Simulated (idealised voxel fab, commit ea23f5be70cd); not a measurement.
Herein follows the process module entitled voxel plated lines.
FYI the section here is cut, 220 nm wide, cells are 5 nm squares.
Cross-section = grid of square cells, listed top down in bands; band = one or more rows.
In this notation a band is specified by the heights of its top and bottom, in that order and in nm, after which its materials appear from left to right, each paired with its width in nm. The word "all across" attached to a single material means that material fills the band from edge to edge; the word "air" stands for empty space.
It should be noted that heights are counted from 0, beneath which the wafer as supplied is of one material throughout, and that the lowest band possesses no lower boundary but continues downward, as written in "0 down".
The expression "30 to 40" gives the width at the extremes of the band, the first number at its top row of cells and the second at its bottom row, with the width changing by equal amounts from each row to the next in between.
Step marked "left unchanged"? Then no cell in the cross-section changed in it.
Entry "Sealed voids" = empty spaces >= 8 cells with no open way to the top; each as width x height at distance, distance from left edge, all nm.
Note: text after step settings on the step line = simulator remark on that step.
If you see "overlay nm" on a step's line and that step has a mask, it's telling you how far right of where it was planned the mask ended up; a negative number means it went left instead.

# plan
1. RECEIVE (material Si)
2. CONFORMAL_DEP (material SiN; thk nm 15)
3. DIRECTIONAL_DEP (material TiN; thk nm 5)
4. PATTERN (tone open; mask id LINES; material resist; width nm 15; pitch nm 35; thk nm 25; overlay nm 0)
5. EPI (material Ru; thk nm 10)
6. EPI (material Ru; thk nm 10)
7. STRIP (etch materials resist)
8. DIRECTIONAL_ETCH (etch materials TiN; depth nm 5)
9. CONFORMAL_DEP (material SiCN; thk nm 10)

# So this is the incoming wafer in cross-section - it's already been through step 1
> 0 down  Si all across
> Sealed voids: none

# first wafer at the end, as planned
> 50 to 40  air=75, SiCN=70, air=75
> 40 to 25  air=75, SiCN=10, Ru=15, SiCN=20, Ru=15, SiCN=10, air=75
> 25 to 20  SiCN=85, Ru=15, SiCN=20, Ru=15, SiCN=85
> 20 to 15  SiCN=85, TiN=15, SiCN=20, TiN=15, SiCN=85
> 15 to 0  SiN all across
> 0 down  Si all across
> Sealed voids: none

# Second of two wafers, module complete, sectioned: it shares the first wafer's start and plan but was run with one mistake
> 25 to 15  SiCN all across
> 15 to 0  SiN all across
> 0 down  Si all across
> Sealed voids: none
Error vs. plan: it should be noted that step 3 of the plan was omitted and was not performed
Materials where the second wafer ends with more or fewer cells than the first: Ru -24; SiCN -40; TiN -6
